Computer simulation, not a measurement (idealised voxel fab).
Title: Process Module voxel ribs on slabs
It is cross-section cut that appears here, measuring 150 nm in width, its square cells being 5 nm in size.
In this document a cross-section is written as a grid of square cells. It is given as a series of bands, listed from the top down, and a band is one or more rows of cells.
Read a band's entry like this: the first values are the height of its top and the height of its bottom in nm, and what follows is the sequence of materials from left to right, each with its width in nm. Note that "blank" is empty space, and that a single material marked "edge to edge" reaches across the band from edge to edge.
Where do heights start? At 0: under that level the wafer as delivered is made of one material only. And the lowest band has no floor; it just carries on downward, as in "0 -> down".
Graded width ("30..40"): value in top row of band = first number; value in bottom row = second number; row-to-row change constant.
"all unchanged" -> step changed no cross-section cell.
"Closed void register" enumerates empty spaces isolated from the top, with no open way to it, that contain at least 8 cells, giving each as width x height at distance from the left edge, all three in nm.
Post-settings text on a step line: simulator's own remark regarding the step.
The optional step-line setting "overlay nm" applies to steps with a mask and quantifies how far to the right of its planned location the mask lay, a negative value indicating leftward placement.
Read each pair as before and after one process step. The after cross-section shows only down to the lowest band that changed. The step between them and its settings are given below the pair. Pairs can come from different runs of this module on the same starting wafer. A pair continues from the pair above only where its "Preceding state" entry says so.

### Preceding state
* 0 -> down | Si edge to edge
* Closed void register: none

### Structure After Step
* 20 -> 0 | SiO2 edge to edge
* Rest of section, below 0: as before.
* Closed void register: none
Between the cross-sections above, the step performed was DIRECTIONAL_DEP,material SiO2,thk nm 20

Preceding state: The cross-section prior to this step is the one presented after the step of the pair immediately above.

### Structure After Step
* 40 -> 20 | polySi edge to edge
* Rest of section, below 20: as before.
* Closed void register: none
Between the cross-sections above, the step performed was DIRECTIONAL_DEP,material polySi,thk nm 20

Preceding state: The cross-section prior to this step is the one presented after the step of the pair immediately above.

### Structure After Step
* 40 -> 35 | blank=65, then polySi=15, then blank=70
* Rest of section, below 35: as before.
* Closed void register: none
Between the cross-sections above, the step performed was MASKED_ETCH,tone cover,mask id RIB,width nm 15,etch materials polySi,depth nm 5,overlay nm 0

Preceding state: The cross-section prior to this step is the one presented after the step of the pair immediately above.

### Structure After Step
* 55 -> 50 | blank=65, then aC=15, then blank=70
* 50 -> 40 | aC edge to edge
* 40 -> 35 | aC=65, then polySi=15, then aC=70
* Rest of section, below 35: as before.
* Closed void register: none
Between the cross-sections above, the step performed was DIRECTIONAL_DEP,material aC,thk nm 15

Preceding state: The cross-section prior to this step is the one presented after the step of the pair immediately above.

### Structure After Step
* 85 -> 55 | blank=50, then resist=45, then blank=55
* 55 -> 50 | blank=50, then resist=15, then aC=15, then resist=15, then blank=55
* Rest of section, below 50: as before.
* Closed void register: none
Between the cross-sections above, the step performed was PATTERN,tone cover,mask id SLAB,material resist,width nm 45,thk nm 30,overlay nm 0

Preceding state: The cross-section prior to this step is the one presented after the step of the pair immediately above.

### Structure After Step
* 70 -> 55 | blank=50, then resist=45, then blank=55
* 55 -> 50 | blank=50, then resist=15, then aC=15, then resist=15, then blank=55
* 50 -> 40 | blank=50, then aC=45, then blank=55
* 40 -> 35 | blank=50, then aC=15, then polySi=15, then aC=15, then blank=55
* Rest of section, below 35: as before.
* Closed void register: none
Between the cross-sections above, the step performed was DIRECTIONAL_ETCH,etch materials aC,depth nm 15

Preceding state: The cross-section prior to this step is the one presented after the step of the pair immediately above.

### Structure After Step
* 55 -> 50 | blank=65, then aC=15, then blank=70
* Rest of section, below 50: as before.
* Closed void register: none
Between the cross-sections above, the step performed was STRIP,etch materials resist

Preceding state: The cross-section prior to this step is the one presented after the step of the pair immediately above.

### Structure After Step
* 55 -> 50 | blank=65, then aC=15, then blank=70
* 50 -> 40 | blank=50, then aC=45, then blank=55
* 40 -> 35 | blank=50, then aC=15, then polySi=15, then aC=15, then blank=55
* 35 -> 20 | blank=50, then polySi=45, then blank=55
* Rest of section, below 20: as before.
* Closed void register: none
Between the cross-sections above, the step performed was DIRECTIONAL_ETCH,etch materials polySi,depth nm 15

Preceding state: The cross-section prior to this step is the one presented after the step of the pair immediately above.

### Structure After Step
* 40 -> 35 | blank=65, then polySi=15, then blank=70
* Rest of section, below 35: as before.
* Closed void register: none
Between the cross-sections above, the step performed was STRIP,etch materials aC

Preceding state: The cross-section prior to this step is the one presented after the step of the pair immediately above.

### Structure After Step
* 60 -> 40 | SiO2 edge to edge
* 40 -> 35 | SiO2=65, then polySi=15, then SiO2=70
* 35 -> 20 | SiO2=50, then polySi=45, then SiO2=55
* Rest of section, below 20: as before.
* Closed void register: none
Between the cross-sections above, the step performed was FILL_DEP,material SiO2,thk nm 20

Preceding state: The cross-section prior to this step is the one presented after the step of the pair immediately above.

### Structure After Step
* 50 -> 40 | SiO2 edge to edge
* Rest of section, below 40: as before.
* Closed void register: none
Between the cross-sections above, the step performed was CMP,height nm 50

Preceding state: The cross-section prior to this step is the one presented after the step of the pair immediately above.

### Structure After Step
* 60 -> 50 | TiN edge to edge
* Rest of section, below 50: as before.
* Closed void register: none
Between the cross-sections above, the step performed was DIRECTIONAL_DEP,material TiN,thk nm 10

Preceding state: The cross-section prior to this step is the one presented after the step of the pair immediately above.

### Structure After Step
* 75 -> 60 | blank=60, then resist=25, then blank=65
* Rest of section, below 60: as before.
* Closed void register: none
Between the cross-sections above, the step performed was PATTERN,tone cover,mask id HEATER,material resist,width nm 25,thk nm 15,overlay nm 0

Preceding state: The cross-section prior to this step is the one presented after the step of the pair immediately above.

### Structure After Step
* 75 -> 60 | blank=60, then resist=25, then blank=65
* 60 -> 50 | blank=60, then TiN=25, then blank=65
* Rest of section, below 50: as before.
* Closed void register: none
Between the cross-sections above, the step performed was DIRECTIONAL_ETCH,etch materials TiN,depth nm 10

Preceding state: The cross-section prior to this step is the one presented after the step of the pair immediately above.

### Structure After Step
* 60 -> 50 | blank=60, then TiN=25, then blank=65
* Rest of section, below 50: as before.
* Closed void register: none
Between the cross-sections above, the step performed was STRIP,etch materials resist

Preceding state: The cross-section prior to this step is the one presented after the step of the pair immediately above.

### Structure After Step
* 70 -> 60 | blank=50, then SiN=45, then blank=55
* 60 -> 50 | SiN=60, then TiN=25, then SiN=65
* Rest of section, below 50: as before.
* Closed void register: none
Between the cross-sections above, the step performed was CONFORMAL_DEP,material SiN,thk nm 10

### Preceding state
* 20 -> 0 | SiO2 edge to edge
* 0 -> down | Si edge to edge
* Closed void register: none

### Structure After Step
* 40 -> 0 | SiO2 edge to edge
* Rest of section, below 0: as before.
* Closed void register: none
Between the cross-sections above, the step performed was DIRECTIONAL_DEP,material SiO2,thk nm 20

Preceding state: The cross-section prior to this step is the one presented after the step of the pair immediately above.

### Structure After Step
* 60 -> 40 | polySi edge to edge
* Rest of section, below 40: as before.
* Closed void register: none
Between the cross-sections above, the step performed was DIRECTIONAL_DEP,material polySi,thk nm 20

Preceding state: The cross-section prior to this step is the one presented after the step of the pair immediately above.

### Structure After Step
* 60 -> 55 | blank=65, then polySi=15, then blank=70
* Rest of section, below 55: as before.
* Closed void register: none
Between the cross-sections above, the step performed was MASKED_ETCH,tone cover,mask id RIB,width nm 15,etch materials polySi,depth nm 5,overlay nm 0

Preceding state: The cross-section prior to this step is the one presented after the step of the pair immediately above.

### Structure After Step
* 75 -> 70 | blank=65, then aC=15, then blank=70
* 70 -> 60 | aC edge to edge
* 60 -> 55 | aC=65, then polySi=15, then aC=70
* Rest of section, below 55: as before.
* Closed void register: none
Between the cross-sections above, the step performed was DIRECTIONAL_DEP,material aC,thk nm 15

Preceding state: The cross-section prior to this step is the one presented after the step of the pair immediately above.

### Structure After Step
* 105 -> 75 | blank=50, then resist=45, then blank=55
* 75 -> 70 | blank=50, then resist=15, then aC=15, then resist=15, then blank=55
* Rest of section, below 70: as before.
* Closed void register: none
Between the cross-sections above, the step performed was PATTERN,tone cover,mask id SLAB,material resist,width nm 45,thk nm 30,overlay nm 0

Preceding state: The cross-section prior to this step is the one presented after the step of the pair immediately above.

### Structure After Step
* 90 -> 75 | blank=50, then resist=45, then blank=55
* 75 -> 70 | blank=50, then resist=15, then aC=15, then resist=15, then blank=55
* 70 -> 60 | blank=50, then aC=45, then blank=55
* 60 -> 55 | blank=50, then aC=15, then polySi=15, then aC=15, then blank=55
* Rest of section, below 55: as before.
* Closed void register: none
Between the cross-sections above, the step performed was DIRECTIONAL_ETCH,etch materials aC,depth nm 15

Preceding state: The cross-section prior to this step is the one presented after the step of the pair immediately above.

### Structure After Step
* 75 -> 70 | blank=65, then aC=15, then blank=70
* Rest of section, below 70: as before.
* Closed void register: none
Between the cross-sections above, the step performed was STRIP,etch materials resist

Preceding state: The cross-section prior to this step is the one presented after the step of the pair immediately above.

### Structure After Step
* 75 -> 70 | blank=65, then aC=15, then blank=70
* 70 -> 60 | blank=50, then aC=45, then blank=55
* 60 -> 55 | blank=50, then aC=15, then polySi=15, then aC=15, then blank=55
* 55 -> 40 | blank=50, then polySi=45, then blank=55
* Rest of section, below 40: as before.
* Closed void register: none
Between the cross-sections above, the step performed was DIRECTIONAL_ETCH,etch materials polySi,depth nm 15

Preceding state: The cross-section prior to this step is the one presented after the step of the pair immediately above.

### Structure After Step
* 60 -> 55 | blank=65, then polySi=15, then blank=70
* Rest of section, below 55: as before.
* Closed void register: none
Between the cross-sections above, the step performed was STRIP,etch materials aC

Preceding state: The cross-section prior to this step is the one presented after the step of the pair immediately above.

### Structure After Step
* 80 -> 60 | SiO2 edge to edge
* 60 -> 55 | SiO2=65, then polySi=15, then SiO2=70
* 55 -> 40 | SiO2=50, then polySi=45, then SiO2=55
* Rest of section, below 40: as before.
* Closed void register: none
Between the cross-sections above, the step performed was FILL_DEP,material SiO2,thk nm 20

Preceding state: The cross-section prior to this step is the one presented after the step of the pair immediately above.

### Structure After Step
* 50 -> 40 | SiO2=50, then polySi=45, then SiO2=55
* Rest of section, below 40: as before.
* Closed void register: none
Between the cross-sections above, the step performed was CMP,height nm 50

Preceding state: The cross-section prior to this step is the one presented after the step of the pair immediately above.

### Structure After Step
* 60 -> 50 | TiN edge to edge
* Rest of section, below 50: as before.
* Closed void register: none
Between the cross-sections above, the step performed was DIRECTIONAL_DEP,material TiN,thk nm 10

Preceding state: The cross-section prior to this step is the one presented after the step of the pair immediately above.

### Structure After Step
* 75 -> 60 | blank=60, then resist=25, then blank=65
* Rest of section, below 60: as before.
* Closed void register: none
Between the cross-sections above, the step performed was PATTERN,tone cover,mask id HEATER,material resist,width nm 25,thk nm 15,overlay nm 0

Preceding state: The cross-section prior to this step is the one presented after the step of the pair immediately above.

### Structure After Step
* 75 -> 60 | blank=60, then resist=25, then blank=65
* 60 -> 50 | blank=60, then TiN=25, then blank=65
* Rest of section, below 50: as before.
* Closed void register: none
Between the cross-sections above, the step performed was DIRECTIONAL_ETCH,etch materials TiN,depth nm 10

Preceding state: The cross-section prior to this step is the one presented after the step of the pair immediately above.

### Structure After Step
* 60 -> 50 | blank=60, then TiN=25, then blank=65
* Rest of section, below 50: as before.
* Closed void register: none
Between the cross-sections above, the step performed was STRIP,etch materials resist

Preceding state: The cross-section prior to this step is the one presented after the step of the pair immediately above.

### Structure After Step
* 70 -> 60 | blank=50, then SiN=45, then blank=55
* 60 -> 50 | SiN=60, then TiN=25, then SiN=65
* Rest of section, below 50: as before.
* Closed void register: none
Between the cross-sections above, the step performed was CONFORMAL_DEP,material SiN,thk nm 10

### Preceding state
* 0 -> down | Si edge to edge
* Closed void register: none

### Structure After Step
* 20 -> 0 | polySi edge to edge
* Rest of section, below 0: as before.
* Closed void register: none
Between the cross-sections above, the step performed was DIRECTIONAL_DEP,material polySi,thk nm 20

Preceding state: The cross-section prior to this step is the one presented after the step of the pair immediately above.

### Structure After Step
* 40 -> 20 | SiO2 edge to edge
* Rest of section, below 20: as before.
* Closed void register: none
Between the cross-sections above, the step performed was DIRECTIONAL_DEP,material SiO2,thk nm 20

Preceding state: The cross-section prior to this step is the one presented after the step of the pair immediately above.

### Structure After Step
* 55 -> 40 | aC edge to edge
* Rest of section, below 40: as before.
* Closed void register: none
Between the cross-sections above, the step performed was DIRECTIONAL_DEP,material aC,thk nm 15

Preceding state: The cross-section prior to this step is the one presented after the step of the pair immediately above.

### Structure After Step
* 85 -> 55 | blank=50, then resist=45, then blank=55
* Rest of section, below 55: as before.
* Closed void register: none
Between the cross-sections above, the step performed was PATTERN,tone cover,mask id SLAB,material resist,width nm 45,thk nm 30,overlay nm 0

Preceding state: The cross-section prior to this step is the one presented after the step of the pair immediately above.

### Structure After Step
* 70 -> 55 | blank=50, then resist=45, then blank=55
* 55 -> 40 | blank=50, then aC=45, then blank=55
* Rest of section, below 40: as before.
* Closed void register: none
Between the cross-sections above, the step performed was DIRECTIONAL_ETCH,etch materials aC,depth nm 15

Preceding state: The cross-section prior to this step is the one presented after the step of the pair immediately above.

### Structure After Step
* 55 -> 40 | blank=50, then aC=45, then blank=55
* Rest of section, below 40: as before.
* Closed void register: none
Between the cross-sections above, the step performed was STRIP,etch materials resist

Preceding state: The cross-section prior to this step is the one presented after the step of the pair immediately above.

### Structure After Step
* 40 -> 20 | SiO2 edge to edge
* Rest of section, below 20: as before.
* Closed void register: none
Between the cross-sections above, the step performed was STRIP,etch materials aC

Preceding state: The cross-section prior to this step is the one presented after the step of the pair immediately above.

### Structure After Step
* 60 -> 20 | SiO2 edge to edge
* Rest of section, below 20: as before.
* Closed void register: none
Between the cross-sections above, the step performed was FILL_DEP,material SiO2,thk nm 20

Preceding state: The cross-section prior to this step is the one presented after the step of the pair immediately above.

### Structure After Step
* 50 -> 20 | SiO2 edge to edge
* Rest of section, below 20: as before.
* Closed void register: none
Between the cross-sections above, the step performed was CMP,height nm 50

Preceding state: The cross-section prior to this step is the one presented after the step of the pair immediately above.

### Structure After Step
* 60 -> 50 | TiN edge to edge
* Rest of section, below 50: as before.
* Closed void register: none
Between the cross-sections above, the step performed was DIRECTIONAL_DEP,material TiN,thk nm 10

Preceding state: The cross-section prior to this step is the one presented after the step of the pair immediately above.

### Structure After Step
* 75 -> 60 | blank=60, then resist=25, then blank=65
* Rest of section, below 60: as before.
* Closed void register: none
Between the cross-sections above, the step performed was PATTERN,tone cover,mask id HEATER,material resist,width nm 25,thk nm 15,overlay nm 0

Preceding state: The cross-section prior to this step is the one presented after the step of the pair immediately above.

### Structure After Step
* 75 -> 60 | blank=60, then resist=25, then blank=65
* 60 -> 50 | blank=60, then TiN=25, then blank=65
* Rest of section, below 50: as before.
* Closed void register: none
Between the cross-sections above, the step performed was DIRECTIONAL_ETCH,etch materials TiN,depth nm 10

Preceding state: The cross-section prior to this step is the one presented after the step of the pair immediately above.

### Structure After Step
* 60 -> 50 | blank=60, then TiN=25, then blank=65
* Rest of section, below 50: as before.
* Closed void register: none
Between the cross-sections above, the step performed was STRIP,etch materials resist

Preceding state: The cross-section prior to this step is the one presented after the step of the pair immediately above.

### Structure After Step
* 70 -> 60 | blank=50, then SiN=45, then blank=55
* 60 -> 50 | SiN=60, then TiN=25, then SiN=65
* Rest of section, below 50: as before.
* Closed void register: none
Between the cross-sections above, the step performed was CONFORMAL_DEP,material SiN,thk nm 10

### Preceding state
* 60 -> 40 | SiO2 edge to edge
* 40 -> 35 | SiO2=65, then polySi=15, then SiO2=70
* 35 -> 20 | SiO2=50, then polySi=45, then SiO2=55
* 20 -> 0 | SiO2 edge to edge
* 0 -> down | Si edge to edge
* Closed void register: none

### Structure After Step
* 55 -> 40 | SiO2 edge to edge
* Rest of section, below 40: as before.
* Closed void register: none
Between the cross-sections above, the step performed was CMP,height nm 55

Preceding state: The cross-section prior to this step is the one presented after the step of the pair immediately above.

### Structure After Step
* 65 -> 55 | TiN edge to edge
* Rest of section, below 55: as before.
* Closed void register: none
Between the cross-sections above, the step performed was DIRECTIONAL_DEP,material TiN,thk nm 10

Preceding state: The cross-section prior to this step is the one presented after the step of the pair immediately above.

### Structure After Step
* 80 -> 65 | blank=60, then resist=25, then blank=65
* Rest of section, below 65: as before.
* Closed void register: none
Between the cross-sections above, the step performed was PATTERN,tone cover,mask id HEATER,material resist,width nm 25,thk nm 15,overlay nm 0

Preceding state: The cross-section prior to this step is the one presented after the step of the pair immediately above.

### Structure After Step
* 80 -> 65 | blank=60, then resist=25, then blank=65
* 65 -> 55 | blank=60, then TiN=25, then blank=65
* Rest of section, below 55: as before.
* Closed void register: none
Between the cross-sections above, the step performed was DIRECTIONAL_ETCH,etch materials TiN,depth nm 10

Preceding state: The cross-section prior to this step is the one presented after the step of the pair immediately above.

### Structure After Step
* 65 -> 55 | blank=60, then TiN=25, then blank=65
* Rest of section, below 55: as before.
* Closed void register: none
Between the cross-sections above, the step performed was STRIP,etch materials resist

Preceding state: The cross-section prior to this step is the one presented after the step of the pair immediately above.

### Structure After Step
* 75 -> 65 | blank=50, then SiN=45, then blank=55
* 65 -> 55 | SiN=60, then TiN=25, then SiN=65
* Rest of section, below 55: as before.
* Closed void register: none
Between the cross-sections above, the step performed was CONFORMAL_DEP,material SiN,thk nm 10

### Preceding state
* 40 -> 20 | polySi edge to edge
* 20 -> 0 | SiO2 edge to edge
* 0 -> down | Si edge to edge
* Closed void register: none

### Structure After Step
* 40 -> 35 | blank=60, then polySi=25, then blank=65
* Rest of section, below 35: as before.
* Closed void register: none
Between the cross-sections above, the step performed was MASKED_ETCH,tone cover,mask id RIB,width nm 25,etch materials polySi,depth nm 5,overlay nm 0

Preceding state: The cross-section prior to this step is the one presented after the step of the pair immediately above.

### Structure After Step
* 55 -> 50 | blank=60, then aC=25, then blank=65
* 50 -> 40 | aC edge to edge
* 40 -> 35 | aC=60, then polySi=25, then aC=65
* Rest of section, below 35: as before.
* Closed void register: none
Between the cross-sections above, the step performed was DIRECTIONAL_DEP,material aC,thk nm 15

Preceding state: The cross-section prior to this step is the one presented after the step of the pair immediately above.

### Structure After Step
* 85 -> 55 | blank=50, then resist=45, then blank=55
* 55 -> 50 | blank=50, then resist=10, then aC=25, then resist=10, then blank=55
* Rest of section, below 50: as before.
* Closed void register: none
Between the cross-sections above, the step performed was PATTERN,tone cover,mask id SLAB,material resist,width nm 45,thk nm 30,overlay nm 0

Preceding state: The cross-section prior to this step is the one presented after the step of the pair immediately above.

### Structure After Step
* 70 -> 55 | blank=50, then resist=45, then blank=55
* 55 -> 50 | blank=50, then resist=10, then aC=25, then resist=10, then blank=55
* 50 -> 40 | blank=50, then aC=45, then blank=55
* 40 -> 35 | blank=50, then aC=10, then polySi=25, then aC=10, then blank=55
* Rest of section, below 35: as before.
* Closed void register: none
Between the cross-sections above, the step performed was DIRECTIONAL_ETCH,etch materials aC,depth nm 15

Preceding state: The cross-section prior to this step is the one presented after the step of the pair immediately above.

### Structure After Step
* 55 -> 50 | blank=60, then aC=25, then blank=65
* Rest of section, below 50: as before.
* Closed void register: none
Between the cross-sections above, the step performed was STRIP,etch materials resist

Preceding state: The cross-section prior to this step is the one presented after the step of the pair immediately above.

### Structure After Step
* 55 -> 50 | blank=60, then aC=25, then blank=65
* 50 -> 40 | blank=50, then aC=45, then blank=55
* 40 -> 35 | blank=50, then aC=10, then polySi=25, then aC=10, then blank=55
* 35 -> 20 | blank=50, then polySi=45, then blank=55
* Rest of section, below 20: as before.
* Closed void register: none
Between the cross-sections above, the step performed was DIRECTIONAL_ETCH,etch materials polySi,depth nm 15

Preceding state: The cross-section prior to this step is the one presented after the step of the pair immediately above.

### Structure After Step
* 40 -> 35 | blank=60, then polySi=25, then blank=65
* Rest of section, below 35: as before.
* Closed void register: none
Between the cross-sections above, the step performed was STRIP,etch materials aC

Preceding state: The cross-section prior to this step is the one presented after the step of the pair immediately above.

### Structure After Step
* 60 -> 40 | SiO2 edge to edge
* 40 -> 35 | SiO2=60, then polySi=25, then SiO2=65
* 35 -> 20 | SiO2=50, then polySi=45, then SiO2=55
* Rest of section, below 20: as before.
* Closed void register: none
Between the cross-sections above, the step performed was FILL_DEP,material SiO2,thk nm 20

Preceding state: The cross-section prior to this step is the one presented after the step of the pair immediately above.

### Structure After Step
* 50 -> 40 | SiO2 edge to edge
* Rest of section, below 40: as before.
* Closed void register: none
Between the cross-sections above, the step performed was CMP,height nm 50

Preceding state: The cross-section prior to this step is the one presented after the step of the pair immediately above.

### Structure After Step
* 60 -> 50 | TiN edge to edge
* Rest of section, below 50: as before.
* Closed void register: none
Between the cross-sections above, the step performed was DIRECTIONAL_DEP,material TiN,thk nm 10

Preceding state: The cross-section prior to this step is the one presented after the step of the pair immediately above.

### Structure After Step
* 75 -> 60 | blank=60, then resist=25, then blank=65
* Rest of section, below 60: as before.
* Closed void register: none
Between the cross-sections above, the step performed was PATTERN,tone cover,mask id HEATER,material resist,width nm 25,thk nm 15,overlay nm 0

Preceding state: The cross-section prior to this step is the one presented after the step of the pair immediately above.

### Structure After Step
* 75 -> 60 | blank=60, then resist=25, then blank=65
* 60 -> 50 | blank=60, then TiN=25, then blank=65
* Rest of section, below 50: as before.
* Closed void register: none
Between the cross-sections above, the step performed was DIRECTIONAL_ETCH,etch materials TiN,depth nm 10

Preceding state: The cross-section prior to this step is the one presented after the step of the pair immediately above.

### Structure After Step
* 60 -> 50 | blank=60, then TiN=25, then blank=65
* Rest of section, below 50: as before.
* Closed void register: none
Between the cross-sections above, the step performed was STRIP,etch materials resist

Preceding state: The cross-section prior to this step is the one presented after the step of the pair immediately above.

### Structure After Step
* 70 -> 60 | blank=50, then SiN=45, then blank=55
* 60 -> 50 | SiN=60, then TiN=25, then SiN=65
* Rest of section, below 50: as before.
* Closed void register: none
Between the cross-sections above, the step performed was CONFORMAL_DEP,material SiN,thk nm 10

### Preceding state
* 40 -> 20 | polySi edge to edge
* 20 -> 0 | SiO2 edge to edge
* 0 -> down | Si edge to edge
* Closed void register: none

### Structure After Step
* 40 -> 35 | blank=55, then polySi=15, then blank=80
* Rest of section, below 35: as before.
* Closed void register: none
Between the cross-sections above, the step performed was MASKED_ETCH,tone cover,mask id RIB,width nm 15,etch materials polySi,depth nm 5,overlay nm -10

Preceding state: The cross-section prior to this step is the one presented after the step of the pair immediately above.

### Structure After Step
* 55 -> 50 | blank=55, then aC=15, then blank=80
* 50 -> 40 | aC edge to edge
* 40 -> 35 | aC=55, then polySi=15, then aC=80
* Rest of section, below 35: as before.
* Closed void register: none
Between the cross-sections above, the step performed was DIRECTIONAL_DEP,material aC,thk nm 15

Preceding state: The cross-section prior to this step is the one presented after the step of the pair immediately above.

### Structure After Step
* 85 -> 55 | blank=50, then resist=45, then blank=55
* 55 -> 50 | blank=50, then resist=5, then aC=15, then resist=25, then blank=55
* Rest of section, below 50: as before.
* Closed void register: none
Between the cross-sections above, the step performed was PATTERN,tone cover,mask id SLAB,material resist,width nm 45,thk nm 30,overlay nm 0

Preceding state: The cross-section prior to this step is the one presented after the step of the pair immediately above.

### Structure After Step
* 70 -> 55 | blank=50, then resist=45, then blank=55
* 55 -> 50 | blank=50, then resist=5, then aC=15, then resist=25, then blank=55
* 50 -> 40 | blank=50, then aC=45, then blank=55
* 40 -> 35 | blank=50, then aC=5, then polySi=15, then aC=25, then blank=55
* Rest of section, below 35: as before.
* Closed void register: none
Between the cross-sections above, the step performed was DIRECTIONAL_ETCH,etch materials aC,depth nm 15

Preceding state: The cross-section prior to this step is the one presented after the step of the pair immediately above.

### Structure After Step
* 55 -> 50 | blank=55, then aC=15, then blank=80
* Rest of section, below 50: as before.
* Closed void register: none
Between the cross-sections above, the step performed was STRIP,etch materials resist

Preceding state: The cross-section prior to this step is the one presented after the step of the pair immediately above.

### Structure After Step
* 55 -> 50 | blank=55, then aC=15, then blank=80
* 50 -> 40 | blank=50, then aC=45, then blank=55
* 40 -> 35 | blank=50, then aC=5, then polySi=15, then aC=25, then blank=55
* 35 -> 20 | blank=50, then polySi=45, then blank=55
* Rest of section, below 20: as before.
* Closed void register: none
Between the cross-sections above, the step performed was DIRECTIONAL_ETCH,etch materials polySi,depth nm 15

Preceding state: The cross-section prior to this step is the one presented after the step of the pair immediately above.

### Structure After Step
* 40 -> 35 | blank=55, then polySi=15, then blank=80
* Rest of section, below 35: as before.
* Closed void register: none
Between the cross-sections above, the step performed was STRIP,etch materials aC

Preceding state: The cross-section prior to this step is the one presented after the step of the pair immediately above.

### Structure After Step
* 60 -> 40 | SiO2 edge to edge
* 40 -> 35 | SiO2=55, then polySi=15, then SiO2=80
* 35 -> 20 | SiO2=50, then polySi=45, then SiO2=55
* Rest of section, below 20: as before.
* Closed void register: none
Between the cross-sections above, the step performed was FILL_DEP,material SiO2,thk nm 20

Preceding state: The cross-section prior to this step is the one presented after the step of the pair immediately above.

### Structure After Step
* 50 -> 40 | SiO2 edge to edge
* Rest of section, below 40: as before.
* Closed void register: none
Between the cross-sections above, the step performed was CMP,height nm 50

Preceding state: The cross-section prior to this step is the one presented after the step of the pair immediately above.

### Structure After Step
* 60 -> 50 | TiN edge to edge
* Rest of section, below 50: as before.
* Closed void register: none
Between the cross-sections above, the step performed was DIRECTIONAL_DEP,material TiN,thk nm 10

Preceding state: The cross-section prior to this step is the one presented after the step of the pair immediately above.

### Structure After Step
* 75 -> 60 | blank=60, then resist=25, then blank=65
* Rest of section, below 60: as before.
* Closed void register: none
Between the cross-sections above, the step performed was PATTERN,tone cover,mask id HEATER,material resist,width nm 25,thk nm 15,overlay nm 0

Preceding state: The cross-section prior to this step is the one presented after the step of the pair immediately above.

### Structure After Step
* 75 -> 60 | blank=60, then resist=25, then blank=65
* 60 -> 50 | blank=60, then TiN=25, then blank=65
* Rest of section, below 50: as before.
* Closed void register: none
Between the cross-sections above, the step performed was DIRECTIONAL_ETCH,etch materials TiN,depth nm 10

Preceding state: The cross-section prior to this step is the one presented after the step of the pair immediately above.

### Structure After Step
* 60 -> 50 | blank=60, then TiN=25, then blank=65
* Rest of section, below 50: as before.
* Closed void register: none
Between the cross-sections above, the step performed was STRIP,etch materials resist

Preceding state: The cross-section prior to this step is the one presented after the step of the pair immediately above.

### Structure After Step
* 70 -> 60 | blank=50, then SiN=45, then blank=55
* 60 -> 50 | SiN=60, then TiN=25, then SiN=65
* Rest of section, below 50: as before.
* Closed void register: none
Between the cross-sections above, the step performed was CONFORMAL_DEP,material SiN,thk nm 10

### Preceding state
* 60 -> 50 | blank=60, then TiN=25, then blank=65
* 50 -> 40 | SiO2 edge to edge
* 40 -> 35 | SiO2=65, then polySi=15, then SiO2=70
* 35 -> 20 | SiO2=50, then polySi=45, then SiO2=55
* 20 -> 0 | SiO2 edge to edge
* 0 -> down | Si edge to edge
* Closed void register: none

### Structure After Step
* 70 -> 60 | blank=50, then TiN=45, then blank=55
* 60 -> 50 | TiN edge to edge
* Rest of section, below 50: as before.
* Closed void register: none
Between the cross-sections above, the step performed was CONFORMAL_DEP,material TiN,thk nm 10

### Preceding state
* 40 -> 20 | polySi edge to edge
* 20 -> 0 | SiO2 edge to edge
* 0 -> down | Si edge to edge
* Closed void register: none

### Structure After Step
* 40 -> 35 | polySi=65, then blank=15, then polySi=70
* Rest of section, below 35: as before.
* Closed void register: none
Between the cross-sections above, the step performed was MASKED_ETCH,tone open,mask id RIB,width nm 15,etch materials polySi,depth nm 5,overlay nm 0

Preceding state: The cross-section prior to this step is the one presented after the step of the pair immediately above.

### Structure After Step
* 55 -> 50 | aC=65, then blank=15, then aC=70
* 50 -> 40 | aC edge to edge
* 40 -> 35 | polySi=65, then aC=15, then polySi=70
* Rest of section, below 35: as before.
* Closed void register: none
Between the cross-sections above, the step performed was DIRECTIONAL_DEP,material aC,thk nm 15

Preceding state: The cross-section prior to this step is the one presented after the step of the pair immediately above.

### Structure After Step
* 85 -> 55 | blank=50, then resist=45, then blank=55
* 55 -> 50 | aC=65, then resist=15, then aC=70
* Rest of section, below 50: as before.
* Closed void register: none
Between the cross-sections above, the step performed was PATTERN,tone cover,mask id SLAB,material resist,width nm 45,thk nm 30,overlay nm 0

Preceding state: The cross-section prior to this step is the one presented after the step of the pair immediately above.

### Structure After Step
* 70 -> 55 | blank=50, then resist=45, then blank=55
* 55 -> 50 | blank=50, then aC=15, then resist=15, then aC=15, then blank=55
* 50 -> 40 | blank=50, then aC=45, then blank=55
* Rest of section, below 40: as before.
* Closed void register: none
Between the cross-sections above, the step performed was DIRECTIONAL_ETCH,etch materials aC,depth nm 15

Preceding state: The cross-section prior to this step is the one presented after the step of the pair immediately above.

### Structure After Step
* 55 -> 50 | blank=50, then aC=15, then blank=15, then aC=15, then blank=55
* Rest of section, below 50: as before.
* Closed void register: none
Between the cross-sections above, the step performed was STRIP,etch materials resist

Preceding state: The cross-section prior to this step is the one presented after the step of the pair immediately above.

### Structure After Step
* 55 -> 50 | blank=50, then aC=15, then blank=15, then aC=15, then blank=55
* 50 -> 40 | blank=50, then aC=45, then blank=55
* 40 -> 35 | blank=50, then polySi=15, then aC=15, then polySi=15, then blank=55
* 35 -> 25 | blank=50, then polySi=45, then blank=55
* Rest of section, below 25: as before.
* Closed void register: none
Between the cross-sections above, the step performed was DIRECTIONAL_ETCH,etch materials polySi,depth nm 15

Preceding state: The cross-section prior to this step is the one presented after the step of the pair immediately above.

### Structure After Step
* 40 -> 35 | blank=50, then polySi=15, then blank=15, then polySi=15, then blank=55
* Rest of section, below 35: as before.
* Closed void register: none
Between the cross-sections above, the step performed was STRIP,etch materials aC

Preceding state: The cross-section prior to this step is the one presented after the step of the pair immediately above.

### Structure After Step
* 60 -> 40 | SiO2 edge to edge
* 40 -> 35 | SiO2=50, then polySi=15, then SiO2=15, then polySi=15, then SiO2=55
* 35 -> 25 | SiO2=50, then polySi=45, then SiO2=55
* Rest of section, below 25: as before.
* Closed void register: none
Between the cross-sections above, the step performed was FILL_DEP,material SiO2,thk nm 20

Preceding state: The cross-section prior to this step is the one presented after the step of the pair immediately above.

### Structure After Step
* 50 -> 40 | SiO2 edge to edge
* Rest of section, below 40: as before.
* Closed void register: none
Between the cross-sections above, the step performed was CMP,height nm 50

Preceding state: The cross-section prior to this step is the one presented after the step of the pair immediately above.

### Structure After Step
* 60 -> 50 | TiN edge to edge
* Rest of section, below 50: as before.
* Closed void register: none
Between the cross-sections above, the step performed was DIRECTIONAL_DEP,material TiN,thk nm 10
